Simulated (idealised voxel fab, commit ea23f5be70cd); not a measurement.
Process module under the name voxel quadruple lines
The cross-section shown here is cut; it is 245 nm wide and divided into square cells measuring 5 nm on a side.
Square cells in a grid make up a cross-section in this document, and the grid is given as bands, listed from the top down, each one or more rows of cells. In this notation a band is specified by the heights of its top and bottom, in that order and in nm, after which its materials appear from left to right, each paired with its width in nm. The word "full width" attached to a single material means that material fills the band from edge to edge; the word "air" stands for empty space. Basically, 0 is our baseline, since under it the wafer straight out of the box is all one material. The bottom band has no lower end and keeps on going down, so it looks like "0 down". A two-number width, for instance "30..40", indicates that the width is equal to the first number in the top row of the band and to the second number in the bottom row, and that it changes by a constant amount per row of cells. A step reported as "no modifications" is a step in which no cell of the cross-section changed. "Enclosed void catalog" - sealed voids, min. 8 cells, no opening to top; format: width x height at distance (distance from left edge; nm throughout). after a step's settings: what the simulator itself notes on the step. Regarding "overlay nm": on a step with a mask, it is the distance the mask lay to the right of its planned place; a negative value places it to the left.
So here's the lineup of process steps we planned
1 RECEIVE with material Si
2 CONFORMAL_DEP with material Al2O3, thk nm 5
3 DIRECTIONAL_DEP with material TiN, thk nm 10
4 DIRECTIONAL_DEP with material polySi, thk nm 20
5 DIRECTIONAL_DEP with material aC, thk nm 25
6 PATTERN with tone cover, mask id MANDREL, material resist, width nm 35, pitch nm 100, thk nm 30, overlay nm -15
7 DIRECTIONAL_ETCH with etch materials aC, depth nm 25
8 STRIP with etch materials resist
9 CONFORMAL_DEP with material SiO2, thk nm 15
10 DIRECTIONAL_ETCH with etch materials SiO2, depth nm 15
11 STRIP with etch materials aC
12 DIRECTIONAL_ETCH with etch materials polySi, depth nm 20
13 STRIP with etch materials SiO2
14 CONFORMAL_DEP with material SiCN, thk nm 10
15 DIRECTIONAL_ETCH with etch materials SiCN, depth nm 10
16 STRIP with etch materials polySi
17 DIRECTIONAL_ETCH with etch materials TiN, depth nm 10
18 STRIP with etch materials SiCN
Every wafer here starts from the same state; it is the step 6 overlay nm that distinguishes them, and the value the plan gives belongs to the first wafer.
Incoming state of the first of several wafers in cross-section: after step 1
  0 down  Si full width
  Enclosed void catalog: none
For your reference, the table is organized with a row per wafer; each row reflects the wafer at the end of the module, indicating for each material the cells gained (+) or lost (-) since receipt, and thereafter its closed voids
overlay nm -15, +49 Al2O3, +32 TiN, Enclosed void catalog: none
overlay nm -10, +49 Al2O3, +32 TiN, Enclosed void catalog: none
overlay nm -5, +49 Al2O3, +32 TiN, Enclosed void catalog: none
overlay nm 0, +49 Al2O3, +32 TiN, Enclosed void catalog: none
overlay nm 5, +49 Al2O3, +32 TiN, Enclosed void catalog: none
overlay nm 10, +49 Al2O3, +32 TiN, Enclosed void catalog: none
overlay nm 15, +49 Al2O3, +32 TiN, Enclosed void catalog: none
